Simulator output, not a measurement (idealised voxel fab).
process module | voxel wiring stack
cross-section cut | 300 nm wide | cells 5 nm
A cross-section is a grid of square cells, given in bands from the top down. A band is one or more rows of cells.
Each band's line starts with the height of the band's top and of its bottom, in nm. Then come its materials from left to right, each with its width in nm. One material with "throughout" fills the band from edge to edge. "air" is empty space.
Height 0 is the level under which the wafer as received is all one material. The lowest band goes on downwards, as in "0 down".
A width such as "30 to 40" changes by the same amount from each row of cells to the next, from the band's top row to its bottom row.
"no change" after a step means that no cell of the cross-section changed.
closed voids: empty space of 8 cells or more with no open way to the top, each as width x height at its distance from the left edge, in nm
after a step's settings: what the simulator itself notes on the step
overlay nm, on a step with a mask: how far to the right of its planned place the mask lay; to the left if negative
Each pair below shows a cross-section before one step and the cross-section after it, down to the lowest band that changed. The line under each pair gives the step between them, with its settings. The pairs can come from different runs of this module on the same starting wafer, so a pair continues from the pair above only where its "before" says so.
before
  125 to 90: SiO2 115 | air 25 | SiO2 15 | air 25 | SiO2 120
  90 to 85: SiCN 115 | air 15 | SiCN 170
  85 to 65: SiO2 115 | W 25 | SiO2 15 | W 25 | SiO2 120
  65 to 60: SiO2 115 | TiN 25 | SiO2 15 | TiN 25 | SiO2 120
  60 to 45: lowk 115 | Ru 15 | lowk 25 | Ru 15 | lowk 130
  45 to 35: SiCN 115 to 110 | Ru 15 to 35 | SiCN 25 to 5 | Ru 15 to 35 | SiCN 130 to 115
  35 to 20: lowk 115 | TiN 5 | Ru 15 | TiN 5 | lowk 15 | TiN 5 | Ru 15 | TiN 5 | lowk 120
  20 to 15: SiCN 115 | TiN 25 | SiCN 15 | TiN 25 | SiCN 120
  15 to 0: SiO2 throughout
  0 down: Si throughout
  closed voids: none
after
  130 to 125: TiN 120 | air 15 | TiN 25 | air 15 | TiN 125
  125 to 95: SiO2 115 | TiN 5 | air 15 | TiN 5 | SiO2 15 | TiN 5 | air 15 | TiN 5 | SiO2 120
  95 to 90: SiO2 115 | TiN 5 | air 5 | TiN 15 | SiO2 15 | TiN 25 | SiO2 120
  90 to 85: SiCN 115 | TiN 15 | SiCN 170
  below 85: unchanged
  closed voids: none
the step between: op CONFORMAL_DEP | material TiN | thk nm 5
before: the cross-section after the pair above
after
  140 to 130: Ru throughout
  130 to 125: TiN 120 | Ru 15 | TiN 25 | Ru 15 | TiN 125
  125 to 95: SiO2 115 | TiN 5 | Ru 15 | TiN 5 | SiO2 15 | TiN 5 | Ru 15 | TiN 5 | SiO2 120
  95 to 90: SiO2 115 | TiN 5 | Ru 5 | TiN 15 | SiO2 15 | TiN 25 | SiO2 120
  below 90: unchanged
  closed voids: none
the step between: op FILL_DEP | material Ru | thk nm 10
before: the cross-section after the pair above
after
  125 to 95: SiO2 115 | TiN 5 | Ru 15 | TiN 5 | SiO2 15 | TiN 5 | Ru 15 | TiN 5 | SiO2 120
  below 95: unchanged
  closed voids: none
the step between: op CMP | height nm 125
before: the cross-section after the pair above
after
  130 to 125: SiCN throughout
  below 125: unchanged
  closed voids: none
the step between: op CONFORMAL_DEP | material SiCN | thk nm 5
before: the cross-section after the pair above
after
  155 to 130: lowk throughout
  below 130: unchanged
  closed voids: none
the step between: op DIRECTIONAL_DEP | material lowk | thk nm 25
before: the cross-section after the pair above
after
  175 to 155: resist 115 | air 15 | resist 25 | air 15 | resist 130
  below 155: unchanged
  closed voids: none
the step between: op PATTERN | tone open | mask id METAL_4_HOLES | material resist | width nm 15 | pitch nm 40 | thk nm 20 | overlay nm 0
before: the cross-section after the pair above
after
  175 to 155: resist 115 | air 15 | resist 25 | air 15 | resist 130
  155 to 130: lowk 115 | air 15 | lowk 25 | air 15 | lowk 130
  below 130: unchanged
  closed voids: none
the step between: op DIRECTIONAL_ETCH | etch materials lowk | depth nm 25
before: the cross-section after the pair above
after
  155 to 130: lowk 115 | air 15 | lowk 25 | air 15 | lowk 130
  below 130: unchanged
  closed voids: none
the step between: op STRIP | etch materials resist
before: the cross-section after the pair above
after
  175 to 155: resist 115 | air 25 | resist 15 | air 25 | resist 120
  below 155: unchanged
  closed voids: none
the step between: op PATTERN | tone open | mask id METAL_4 | material resist | width nm 25 | pitch nm 40 | thk nm 20 | overlay nm 0
before: the cross-section after the pair above
after
  175 to 155: resist 115 | air 25 | resist 15 | air 25 | resist 120
  155 to 140: lowk 115 | air 25 | lowk 15 | air 25 | lowk 120
  below 140: unchanged
  closed voids: none
the step between: op DIRECTIONAL_ETCH | etch materials lowk | depth nm 15
before: the cross-section after the pair above
after
  175 to 155: resist 115 | air 25 | resist 15 | air 25 | resist 120
  155 to 140: lowk 115 | air 25 | lowk 15 | air 25 | lowk 120
  140 to 130: lowk 115 | air 15 | lowk 25 | air 15 | lowk 130
  130 to 125: SiCN 115 | air 15 | SiCN 25 | air 15 | SiCN 130
  below 125: unchanged
  closed voids: none
the step between: op DIRECTIONAL_ETCH | etch materials SiCN | depth nm 5
before: the cross-section after the pair above
after
  155 to 140: lowk 115 | air 25 | lowk 15 | air 25 | lowk 120
  below 140: unchanged
  closed voids: none
the step between: op STRIP | etch materials resist
before: the cross-section after the pair above
after
  160 to 155: TiN 120 | air 15 | TiN 25 | air 15 | TiN 125
  155 to 145: lowk 115 | TiN 5 | air 15 | TiN 5 | lowk 15 | TiN 5 | air 15 | TiN 5 | lowk 120
  145 to 140: lowk 115 | TiN 5 | air 5 | TiN 15 | lowk 15 | TiN 5 | air 5 | TiN 15 | lowk 120
  140 to 130: lowk 115 | TiN 5 | air 5 | TiN 5 | lowk 25 | TiN 5 | air 5 | TiN 5 | lowk 130
  130 to 125: SiCN 115 | TiN 15 | SiCN 25 | TiN 15 | SiCN 130
  below 125: unchanged
  closed voids: none
the step between: op CONFORMAL_DEP | material TiN | thk nm 5
before: the cross-section after the pair above
after
  165 to 160: Cu throughout
  160 to 155: TiN 120 | Cu 15 | TiN 25 | Cu 15 | TiN 125
  155 to 145: lowk 115 | TiN 5 | Cu 15 | TiN 5 | lowk 15 | TiN 5 | Cu 15 | TiN 5 | lowk 120
  145 to 140: lowk 115 | TiN 5 | Cu 5 | TiN 15 | lowk 15 | TiN 5 | Cu 5 | TiN 15 | lowk 120
  140 to 130: lowk 115 | TiN 5 | Cu 5 | TiN 5 | lowk 25 | TiN 5 | Cu 5 | TiN 5 | lowk 130
  below 130: unchanged
  closed voids: none
the step between: op FILL_DEP | material Cu | thk nm 5
before: the cross-section after the pair above
after
  155 to 145: lowk 115 | TiN 5 | Cu 15 | TiN 5 | lowk 15 | TiN 5 | Cu 15 | TiN 5 | lowk 120
  below 145: unchanged
  closed voids: none
the step between: op CMP | height nm 155
before: the cross-section after the pair above
after
  160 to 155: SiCN throughout
  below 155: unchanged
  closed voids: none
the step between: op CONFORMAL_DEP | material SiCN | thk nm 5
before
  125 to 105: SiO2 115 | air 25 | SiO2 15 | air 25 | SiO2 120
  105 to 90: SiO2 throughout
  90 to 85: SiCN throughout
  85 to 65: SiO2 115 | W 25 | SiO2 15 | W 25 | SiO2 120
  65 to 60: SiO2 115 | TiN 25 | SiO2 15 | TiN 25 | SiO2 120
  60 to 45: lowk 115 | Ru 15 | lowk 25 | Ru 15 | lowk 130
  45 to 35: SiCN 115 to 110 | Ru 15 to 35 | SiCN 25 to 5 | Ru 15 to 35 | SiCN 130 to 115
  35 to 20: lowk 115 | TiN 5 | Ru 15 | TiN 5 | lowk 15 | TiN 5 | Ru 15 | TiN 5 | lowk 120
  20 to 15: SiCN 115 | TiN 25 | SiCN 15 | TiN 25 | SiCN 120
  15 to 0: SiO2 throughout
  0 down: Si throughout
  closed voids: none
after
  110 to 90: SiO2 115 | air 25 | SiO2 15 | air 25 | SiO2 120
  below 90: unchanged
  closed voids: none
the step between: op DIRECTIONAL_ETCH | etch materials SiO2 | depth nm 15
before: the cross-section after the pair above
after
  125 to 110: resist 115 | air 15 | resist 170
  110 to 90: SiO2 115 | air 15 | resist 10 | SiO2 15 | resist 25 | SiO2 120
  below 90: unchanged
  closed voids: none
the step between: op PATTERN | tone open | mask id METAL_3_HOLES | material resist | width nm 15 | thk nm 15 | overlay nm 0
before: the cross-section after the pair above
after
  125 to 110: resist 115 | air 15 | resist 170
  110 to 90: SiO2 115 | air 15 | resist 10 | SiO2 15 | resist 25 | SiO2 120
  90 to 85: SiCN 115 | air 15 | SiCN 170
  below 85: unchanged
  closed voids: none
the step between: op DIRECTIONAL_ETCH | etch materials SiCN | depth nm 5
before: the cross-section after the pair above
after
  110 to 90: SiO2 115 | air 25 | SiO2 15 | air 25 | SiO2 120
  below 90: unchanged
  closed voids: none
the step between: op STRIP | etch materials resist
before: the cross-section after the pair above
after
  115 to 110: TiN 120 | air 15 | TiN 25 | air 15 | TiN 125
  110 to 95: SiO2 115 | TiN 5 | air 15 | TiN 5 | SiO2 15 | TiN 5 | air 15 | TiN 5 | SiO2 120
  95 to 90: SiO2 115 | TiN 5 | air 5 | TiN 15 | SiO2 15 | TiN 25 | SiO2 120
  90 to 85: SiCN 115 | TiN 15 | SiCN 170
  below 85: unchanged
  closed voids: none
the step between: op CONFORMAL_DEP | material TiN | thk nm 5
before: the cross-section after the pair above
after
  125 to 115: Ru throughout
  115 to 110: TiN 120 | Ru 15 | TiN 25 | Ru 15 | TiN 125
  110 to 95: SiO2 115 | TiN 5 | Ru 15 | TiN 5 | SiO2 15 | TiN 5 | Ru 15 | TiN 5 | SiO2 120
  95 to 90: SiO2 115 | TiN 5 | Ru 5 | TiN 15 | SiO2 15 | TiN 25 | SiO2 120
  below 90: unchanged
  closed voids: none
the step between: op FILL_DEP | material Ru | thk nm 10
before: the cross-section after the pair above
after
  130 to 125: SiCN throughout
  below 125: unchanged
  closed voids: none
the step between: op CONFORMAL_DEP | material SiCN | thk nm 5
before: the cross-section after the pair above
after
  155 to 130: lowk throughout
  below 130: unchanged
  closed voids: none
the step between: op DIRECTIONAL_DEP | material lowk | thk nm 25
before: the cross-section after the pair above
after
  175 to 155: resist 115 | air 15 | resist 25 | air 15 | resist 130
  below 155: unchanged
  closed voids: none
the step between: op PATTERN | tone open | mask id METAL_4_HOLES | material resist | width nm 15 | pitch nm 40 | thk nm 20 | overlay nm 0
before: the cross-section after the pair above
after
  175 to 155: resist 115 | air 15 | resist 25 | air 15 | resist 130
  155 to 130: lowk 115 | air 15 | lowk 25 | air 15 | lowk 130
  below 130: unchanged
  closed voids: none
the step between: op DIRECTIONAL_ETCH | etch materials lowk | depth nm 25
before: the cross-section after the pair above
after
  155 to 130: lowk 115 | air 15 | lowk 25 | air 15 | lowk 130
  below 130: unchanged
  closed voids: none
the step between: op STRIP | etch materials resist
before: the cross-section after the pair above
after
  175 to 155: resist 115 | air 25 | resist 15 | air 25 | resist 120
  below 155: unchanged
  closed voids: none
the step between: op PATTERN | tone open | mask id METAL_4 | material resist | width nm 25 | pitch nm 40 | thk nm 20 | overlay nm 0
before: the cross-section after the pair above
after
  175 to 155: resist 115 | air 25 | resist 15 | air 25 | resist 120
  155 to 140: lowk 115 | air 25 | lowk 15 | air 25 | lowk 120
  below 140: unchanged
  closed voids: none
the step between: op DIRECTIONAL_ETCH | etch materials lowk | depth nm 15
before: the cross-section after the pair above
after
  175 to 155: resist 115 | air 25 | resist 15 | air 25 | resist 120
  155 to 140: lowk 115 | air 25 | lowk 15 | air 25 | lowk 120
  140 to 130: lowk 115 | air 15 | lowk 25 | air 15 | lowk 130
  130 to 125: SiCN 115 | air 15 | SiCN 25 | air 15 | SiCN 130
  below 125: unchanged
  closed voids: none
the step between: op DIRECTIONAL_ETCH | etch materials SiCN | depth nm 5
before: the cross-section after the pair above
after
  155 to 140: lowk 115 | air 25 | lowk 15 | air 25 | lowk 120
  below 140: unchanged
  closed voids: none
the step between: op STRIP | etch materials resist
before: the cross-section after the pair above
after
  160 to 155: TiN 120 | air 15 | TiN 25 | air 15 | TiN 125
  155 to 145: lowk 115 | TiN 5 | air 15 | TiN 5 | lowk 15 | TiN 5 | air 15 | TiN 5 | lowk 120
  145 to 140: lowk 115 | TiN 5 | air 5 | TiN 15 | lowk 15 | TiN 5 | air 5 | TiN 15 | lowk 120
  140 to 130: lowk 115 | TiN 5 | air 5 | TiN 5 | lowk 25 | TiN 5 | air 5 | TiN 5 | lowk 130
  130 to 125: SiCN 115 | TiN 15 | SiCN 25 | TiN 15 | SiCN 130
  below 125: unchanged
  closed voids: none
the step between: op CONFORMAL_DEP | material TiN | thk nm 5
before: the cross-section after the pair above
after
  165 to 160: Cu throughout
  160 to 155: TiN 120 | Cu 15 | TiN 25 | Cu 15 | TiN 125
  155 to 145: lowk 115 | TiN 5 | Cu 15 | TiN 5 | lowk 15 | TiN 5 | Cu 15 | TiN 5 | lowk 120
  145 to 140: lowk 115 | TiN 5 | Cu 5 | TiN 15 | lowk 15 | TiN 5 | Cu 5 | TiN 15 | lowk 120
  140 to 130: lowk 115 | TiN 5 | Cu 5 | TiN 5 | lowk 25 | TiN 5 | Cu 5 | TiN 5 | lowk 130
  below 130: unchanged
  closed voids: none
the step between: op FILL_DEP | material Cu | thk nm 5
before: the cross-section after the pair above
after
  155 to 145: lowk 115 | TiN 5 | Cu 15 | TiN 5 | lowk 15 | TiN 5 | Cu 15 | TiN 5 | lowk 120
  below 145: unchanged
  closed voids: none
the step between: op CMP | height nm 155
before: the cross-section after the pair above
after
  160 to 155: SiCN throughout
  below 155: unchanged
  closed voids: none
the step between: op CONFORMAL_DEP | material SiCN | thk nm 5
before
  140 to 125: aC 115 | air 25 | aC 15 | air 25 | aC 120
  125 to 90: SiO2 throughout
  90 to 85: SiCN throughout
  85 to 65: SiO2 115 | W 25 | SiO2 15 | W 25 | SiO2 120
  65 to 60: SiO2 115 | TiN 25 | SiO2 15 | TiN 25 | SiO2 120
  60 to 45: lowk 115 | Ru 15 | lowk 25 | Ru 15 | lowk 130
  45 to 35: SiCN 115 to 110 | Ru 15 to 35 | SiCN 25 to 5 | Ru 15 to 35 | SiCN 130 to 115
  35 to 20: lowk 115 | TiN 5 | Ru 15 | TiN 5 | lowk 15 | TiN 5 | Ru 15 | TiN 5 | lowk 120
  20 to 15: SiCN 115 | TiN 25 | SiCN 15 | TiN 25 | SiCN 120
  15 to 0: SiO2 throughout
  0 down: Si throughout
  closed voids: none
after
  140 to 125: aC 115 | air 25 | aC 15 | air 25 | aC 120
  125 to 100: SiO2 115 | air 25 | SiO2 15 | air 25 | SiO2 120
  below 100: unchanged
  closed voids: none
the step between: op DIRECTIONAL_ETCH | etch materials SiO2 | depth nm 25
before: the cross-section after the pair above
after
  125 to 100: SiO2 115 | air 25 | SiO2 15 | air 25 | SiO2 120
  below 100: unchanged
  closed voids: none
the step between: op STRIP | etch materials aC
before: the cross-section after the pair above
after
  140 to 125: resist 115 | air 15 | resist 170
  125 to 100: SiO2 115 | air 15 | resist 10 | SiO2 15 | resist 25 | SiO2 120
  below 100: unchanged
  closed voids: none
the step between: op PATTERN | tone open | mask id METAL_3_HOLES | material resist | width nm 15 | thk nm 15 | overlay nm 0
before: the cross-section after the pair above
after
  140 to 125: resist 115 | air 15 | resist 170
  125 to 100: SiO2 115 | air 15 | resist 10 | SiO2 15 | resist 25 | SiO2 120
  100 to 90: SiO2 115 | air 15 | SiO2 170
  below 90: unchanged
  closed voids: none
the step between: op DIRECTIONAL_ETCH | etch materials SiO2 | depth nm 15
before: the cross-section after the pair above
after
  140 to 125: resist 115 | air 15 | resist 170
  125 to 100: SiO2 115 | air 15 | resist 10 | SiO2 15 | resist 25 | SiO2 120
  100 to 90: SiO2 115 | air 15 | SiO2 170
  90 to 85: SiCN 115 | air 15 | SiCN 170
  below 85: unchanged
  closed voids: none
the step between: op DIRECTIONAL_ETCH | etch materials SiCN | depth nm 5
before: the cross-section after the pair above
after
  125 to 100: SiO2 115 | air 25 | SiO2 15 | air 25 | SiO2 120
  below 100: unchanged
  closed voids: none
the step between: op STRIP | etch materials resist
before: the cross-section after the pair above
after
  130 to 125: TiN 120 | air 15 | TiN 25 | air 15 | TiN 125
  125 to 105: SiO2 115 | TiN 5 | air 15 | TiN 5 | SiO2 15 | TiN 5 | air 15 | TiN 5 | SiO2 120
  105 to 100: SiO2 115 | TiN 5 | air 5 | TiN 15 | SiO2 15 | TiN 25 | SiO2 120
  100 to 90: SiO2 115 | TiN 5 | air 5 | TiN 5 | SiO2 170
  90 to 85: SiCN 115 | TiN 15 | SiCN 170
  below 85: unchanged
  closed voids: none
the step between: op CONFORMAL_DEP | material TiN | thk nm 5
before: the cross-section after the pair above
after
  140 to 130: Ru throughout
  130 to 125: TiN 120 | Ru 15 | TiN 25 | Ru 15 | TiN 125
  125 to 105: SiO2 115 | TiN 5 | Ru 15 | TiN 5 | SiO2 15 | TiN 5 | Ru 15 | TiN 5 | SiO2 120
  105 to 100: SiO2 115 | TiN 5 | Ru 5 | TiN 15 | SiO2 15 | TiN 25 | SiO2 120
  100 to 90: SiO2 115 | TiN 5 | Ru 5 | TiN 5 | SiO2 170
  below 90: unchanged
  closed voids: none
the step between: op FILL_DEP | material Ru | thk nm 10
before: the cross-section after the pair above
after
  125 to 105: SiO2 115 | TiN 5 | Ru 15 | TiN 5 | SiO2 15 | TiN 5 | Ru 15 | TiN 5 | SiO2 120
  below 105: unchanged
  closed voids: none
the step between: op CMP | height nm 125
before: the cross-section after the pair above
after
  130 to 125: SiCN throughout
  below 125: unchanged
  closed voids: none
the step between: op CONFORMAL_DEP | material SiCN | thk nm 5
before: the cross-section after the pair above
after
  155 to 130: lowk throughout
  below 130: unchanged
  closed voids: none
the step between: op DIRECTIONAL_DEP | material lowk | thk nm 25
before: the cross-section after the pair above
after
  175 to 155: resist 115 | air 15 | resist 25 | air 15 | resist 130
  below 155: unchanged
  closed voids: none
the step between: op PATTERN | tone open | mask id METAL_4_HOLES | material resist | width nm 15 | pitch nm 40 | thk nm 20 | overlay nm 0
before: the cross-section after the pair above
after
  175 to 155: resist 115 | air 15 | resist 25 | air 15 | resist 130
  155 to 130: lowk 115 | air 15 | lowk 25 | air 15 | lowk 130
  below 130: unchanged
  closed voids: none
the step between: op DIRECTIONAL_ETCH | etch materials lowk | depth nm 25
before: the cross-section after the pair above
after
  155 to 130: lowk 115 | air 15 | lowk 25 | air 15 | lowk 130
  below 130: unchanged
  closed voids: none
the step between: op STRIP | etch materials resist
before: the cross-section after the pair above
after
  175 to 155: resist 115 | air 25 | resist 15 | air 25 | resist 120
  below 155: unchanged
  closed voids: none
the step between: op PATTERN | tone open | mask id METAL_4 | material resist | width nm 25 | pitch nm 40 | thk nm 20 | overlay nm 0
before: the cross-section after the pair above
after
  175 to 155: resist 115 | air 25 | resist 15 | air 25 | resist 120
  155 to 140: lowk 115 | air 25 | lowk 15 | air 25 | lowk 120
  below 140: unchanged
  closed voids: none
the step between: op DIRECTIONAL_ETCH | etch materials lowk | depth nm 15
before: the cross-section after the pair above
after
  175 to 155: resist 115 | air 25 | resist 15 | air 25 | resist 120
  155 to 140: lowk 115 | air 25 | lowk 15 | air 25 | lowk 120
  140 to 130: lowk 115 | air 15 | lowk 25 | air 15 | lowk 130
  130 to 125: SiCN 115 | air 15 | SiCN 25 | air 15 | SiCN 130
  below 125: unchanged
  closed voids: none
the step between: op DIRECTIONAL_ETCH | etch materials SiCN | depth nm 5
before: the cross-section after the pair above
after
  155 to 140: lowk 115 | air 25 | lowk 15 | air 25 | lowk 120
  below 140: unchanged
  closed voids: none
the step between: op STRIP | etch materials resist
before: the cross-section after the pair above
after
  160 to 155: TiN 120 | air 15 | TiN 25 | air 15 | TiN 125
  155 to 145: lowk 115 | TiN 5 | air 15 | TiN 5 | lowk 15 | TiN 5 | air 15 | TiN 5 | lowk 120
  145 to 140: lowk 115 | TiN 5 | air 5 | TiN 15 | lowk 15 | TiN 5 | air 5 | TiN 15 | lowk 120
  140 to 130: lowk 115 | TiN 5 | air 5 | TiN 5 | lowk 25 | TiN 5 | air 5 | TiN 5 | lowk 130
  130 to 125: SiCN 115 | TiN 15 | SiCN 25 | TiN 15 | SiCN 130
  below 125: unchanged
  closed voids: none
the step between: op CONFORMAL_DEP | material TiN | thk nm 5
before: the cross-section after the pair above
after
  165 to 160: Cu throughout
  160 to 155: TiN 120 | Cu 15 | TiN 25 | Cu 15 | TiN 125
  155 to 145: lowk 115 | TiN 5 | Cu 15 | TiN 5 | lowk 15 | TiN 5 | Cu 15 | TiN 5 | lowk 120
  145 to 140: lowk 115 | TiN 5 | Cu 5 | TiN 15 | lowk 15 | TiN 5 | Cu 5 | TiN 15 | lowk 120
  140 to 130: lowk 115 | TiN 5 | Cu 5 | TiN 5 | lowk 25 | TiN 5 | Cu 5 | TiN 5 | lowk 130
  below 130: unchanged
  closed voids: none
the step between: op FILL_DEP | material Cu | thk nm 5
before: the cross-section after the pair above
after
  155 to 145: lowk 115 | TiN 5 | Cu 15 | TiN 5 | lowk 15 | TiN 5 | Cu 15 | TiN 5 | lowk 120
  below 145: unchanged
  closed voids: none
the step between: op CMP | height nm 155
before: the cross-section after the pair above
after
  160 to 155: SiCN throughout
  below 155: unchanged
  closed voids: none
the step between: op CONFORMAL_DEP | material SiCN | thk nm 5
before
  140 to 125: aC throughout
  125 to 90: SiO2 throughout
  90 to 85: SiCN throughout
  85 to 65: SiO2 115 | W 25 | SiO2 15 | W 25 | SiO2 120
  65 to 60: SiO2 115 | TiN 25 | SiO2 15 | TiN 25 | SiO2 120
  60 to 45: lowk 115 | Ru 15 | lowk 25 | Ru 15 | lowk 130
  45 to 35: SiCN 115 to 110 | Ru 15 to 35 | SiCN 25 to 5 | Ru 15 to 35 | SiCN 130 to 115
  35 to 20: lowk 115 | TiN 5 | Ru 15 | TiN 5 | lowk 15 | TiN 5 | Ru 15 | TiN 5 | lowk 120
  20 to 15: SiCN 115 | TiN 25 | SiCN 15 | TiN 25 | SiCN 120
  15 to 0: SiO2 throughout
  0 down: Si throughout
  closed voids: none
after
  175 to 140: resist 120 | air 15 | resist 25 | air 15 | resist 125
  below 140: unchanged
  closed voids: none
the step between: op PATTERN | tone open | mask id METAL_3 | material resist | width nm 15 | pitch nm 40 | thk nm 35 | overlay nm 0
before: the cross-section after the pair above
after
  160 to 140: resist 120 | air 15 | resist 25 | air 15 | resist 125
  140 to 125: aC 120 | air 15 | aC 25 | air 15 | aC 125
  below 125: unchanged
  closed voids: none
the step between: op DIRECTIONAL_ETCH | etch materials aC | depth nm 15
before: the cross-section after the pair above
after
  140 to 125: aC 120 | air 15 | aC 25 | air 15 | aC 125
  below 125: unchanged
  closed voids: none
the step between: op STRIP | etch materials resist
before: the cross-section after the pair above
after
  140 to 125: aC 120 | air 15 | aC 25 | air 15 | aC 125
  125 to 105: SiO2 120 | air 15 | SiO2 25 | air 15 | SiO2 125
  below 105: unchanged
  closed voids: none
the step between: op DIRECTIONAL_ETCH | etch materials SiO2 | depth nm 20
before: the cross-section after the pair above
after
  125 to 105: SiO2 120 | air 15 | SiO2 25 | air 15 | SiO2 125
  below 105: unchanged
  closed voids: none
the step between: op STRIP | etch materials aC
before: the cross-section after the pair above
after
  140 to 125: resist 115 | air 15 | resist 170
  125 to 105: SiO2 120 | air 10 | resist 5 | SiO2 25 | resist 15 | SiO2 125
  below 105: unchanged
  closed voids: none
the step between: op PATTERN | tone open | mask id METAL_3_HOLES | material resist | width nm 15 | thk nm 15 | overlay nm 0
before: the cross-section after the pair above
after
  140 to 125: resist 115 | air 15 | resist 170
  125 to 110: SiO2 115 | air 15 | resist 5 | SiO2 25 | resist 15 | SiO2 125
  110 to 105: SiO2 120 | air 10 | resist 5 | SiO2 25 | resist 15 | SiO2 125
  105 to 90: SiO2 120 | air 10 | SiO2 170
  below 90: unchanged
  closed voids: none
the step between: op DIRECTIONAL_ETCH | etch materials SiO2 | depth nm 15
before: the cross-section after the pair above
after
  140 to 125: resist 115 | air 15 | resist 170
  125 to 110: SiO2 115 | air 15 | resist 5 | SiO2 25 | resist 15 | SiO2 125
  110 to 105: SiO2 120 | air 10 | resist 5 | SiO2 25 | resist 15 | SiO2 125
  105 to 90: SiO2 120 | air 10 | SiO2 170
  90 to 85: SiCN 120 | air 10 | SiCN 170
  below 85: unchanged
  closed voids: none
the step between: op DIRECTIONAL_ETCH | etch materials SiCN | depth nm 5
before: the cross-section after the pair above
after
  125 to 110: SiO2 115 | air 20 | SiO2 25 | air 15 | SiO2 125
  110 to 105: SiO2 120 | air 15 | SiO2 25 | air 15 | SiO2 125
  below 105: unchanged
  closed voids: none
the step between: op STRIP | etch materials resist
before: the cross-section after the pair above
after
  130 to 125: TiN 120 | air 10 | TiN 35 | air 5 | TiN 130
  125 to 115: SiO2 115 | TiN 5 | air 10 | TiN 5 | SiO2 25 | TiN 5 | air 5 | TiN 5 | SiO2 125
  115 to 110: SiO2 115 | TiN 10 | air 5 | TiN 5 | SiO2 25 | TiN 5 | air 5 | TiN 5 | SiO2 125
  110 to 105: SiO2 120 | TiN 15 | SiO2 25 | TiN 15 | SiO2 125
  105 to 90: SiO2 120 | TiN 10 | SiO2 170
  90 to 85: SiCN 120 | TiN 10 | SiCN 170
  below 85: unchanged
  closed voids: none
the step between: op CONFORMAL_DEP | material TiN | thk nm 5
before: the cross-section after the pair above
after
  140 to 130: Ru throughout
  130 to 125: TiN 120 | Ru 10 | TiN 35 | Ru 5 | TiN 130
  125 to 115: SiO2 115 | TiN 5 | Ru 10 | TiN 5 | SiO2 25 | TiN 5 | Ru 5 | TiN 5 | SiO2 125
  115 to 110: SiO2 115 | TiN 10 | Ru 5 | TiN 5 | SiO2 25 | TiN 5 | Ru 5 | TiN 5 | SiO2 125
  below 110: unchanged
  closed voids: none
the step between: op FILL_DEP | material Ru | thk nm 10
before: the cross-section after the pair above
after
  125 to 115: SiO2 115 | TiN 5 | Ru 10 | TiN 5 | SiO2 25 | TiN 5 | Ru 5 | TiN 5 | SiO2 125
  below 115: unchanged
  closed voids: none
the step between: op CMP | height nm 125
before: the cross-section after the pair above
after
  130 to 125: SiCN throughout
  below 125: unchanged
  closed voids: none
the step between: op CONFORMAL_DEP | material SiCN | thk nm 5
before: the cross-section after the pair above
after
  155 to 130: lowk throughout
  below 130: unchanged
  closed voids: none
the step between: op DIRECTIONAL_DEP | material lowk | thk nm 25
before: the cross-section after the pair above
after
  175 to 155: resist 115 | air 15 | resist 25 | air 15 | resist 130
  below 155: unchanged
  closed voids: none
the step between: op PATTERN | tone open | mask id METAL_4_HOLES | material resist | width nm 15 | pitch nm 40 | thk nm 20 | overlay nm 0
before: the cross-section after the pair above
after
  175 to 155: resist 115 | air 15 | resist 25 | air 15 | resist 130
  155 to 130: lowk 115 | air 15 | lowk 25 | air 15 | lowk 130
  below 130: unchanged
  closed voids: none
the step between: op DIRECTIONAL_ETCH | etch materials lowk | depth nm 25
before: the cross-section after the pair above
after
  155 to 130: lowk 115 | air 15 | lowk 25 | air 15 | lowk 130
  below 130: unchanged
  closed voids: none
the step between: op STRIP | etch materials resist
before: the cross-section after the pair above
after
  175 to 155: resist 115 | air 25 | resist 15 | air 25 | resist 120
  below 155: unchanged
  closed voids: none
the step between: op PATTERN | tone open | mask id METAL_4 | material resist | width nm 25 | pitch nm 40 | thk nm 20 | overlay nm 0
before: the cross-section after the pair above
after
  175 to 155: resist 115 | air 25 | resist 15 | air 25 | resist 120
  155 to 140: lowk 115 | air 25 | lowk 15 | air 25 | lowk 120
  below 140: unchanged
  closed voids: none
the step between: op DIRECTIONAL_ETCH | etch materials lowk | depth nm 15
before: the cross-section after the pair above
after
  175 to 155: resist 115 | air 25 | resist 15 | air 25 | resist 120
  155 to 140: lowk 115 | air 25 | lowk 15 | air 25 | lowk 120
  140 to 130: lowk 115 | air 15 | lowk 25 | air 15 | lowk 130
  130 to 125: SiCN 115 | air 15 | SiCN 25 | air 15 | SiCN 130
  below 125: unchanged
  closed voids: none
the step between: op DIRECTIONAL_ETCH | etch materials SiCN | depth nm 5
before: the cross-section after the pair above
after
  155 to 140: lowk 115 | air 25 | lowk 15 | air 25 | lowk 120
  below 140: unchanged
  closed voids: none
the step between: op STRIP | etch materials resist
before: the cross-section after the pair above
after
  160 to 155: TiN 120 | air 15 | TiN 25 | air 15 | TiN 125
  155 to 145: lowk 115 | TiN 5 | air 15 | TiN 5 | lowk 15 | TiN 5 | air 15 | TiN 5 | lowk 120
  145 to 140: lowk 115 | TiN 5 | air 5 | TiN 15 | lowk 15 | TiN 5 | air 5 | TiN 15 | lowk 120
  140 to 130: lowk 115 | TiN 5 | air 5 | TiN 5 | lowk 25 | TiN 5 | air 5 | TiN 5 | lowk 130
  130 to 125: SiCN 115 | TiN 15 | SiCN 25 | TiN 15 | SiCN 130
  below 125: unchanged
  closed voids: none
the step between: op CONFORMAL_DEP | material TiN | thk nm 5
before: the cross-section after the pair above
after
  165 to 160: Cu throughout
  160 to 155: TiN 120 | Cu 15 | TiN 25 | Cu 15 | TiN 125
  155 to 145: lowk 115 | TiN 5 | Cu 15 | TiN 5 | lowk 15 | TiN 5 | Cu 15 | TiN 5 | lowk 120
  145 to 140: lowk 115 | TiN 5 | Cu 5 | TiN 15 | lowk 15 | TiN 5 | Cu 5 | TiN 15 | lowk 120
  140 to 130: lowk 115 | TiN 5 | Cu 5 | TiN 5 | lowk 25 | TiN 5 | Cu 5 | TiN 5 | lowk 130
  below 130: unchanged
  closed voids: none
the step between: op FILL_DEP | material Cu | thk nm 5
before: the cross-section after the pair above
after
  155 to 145: lowk 115 | TiN 5 | Cu 15 | TiN 5 | lowk 15 | TiN 5 | Cu 15 | TiN 5 | lowk 120
  below 145: unchanged
  closed voids: none
the step between: op CMP | height nm 155
before: the cross-section after the pair above
after
  160 to 155: SiCN throughout
  below 155: unchanged
  closed voids: none
the step between: op CONFORMAL_DEP | material SiCN | thk nm 5
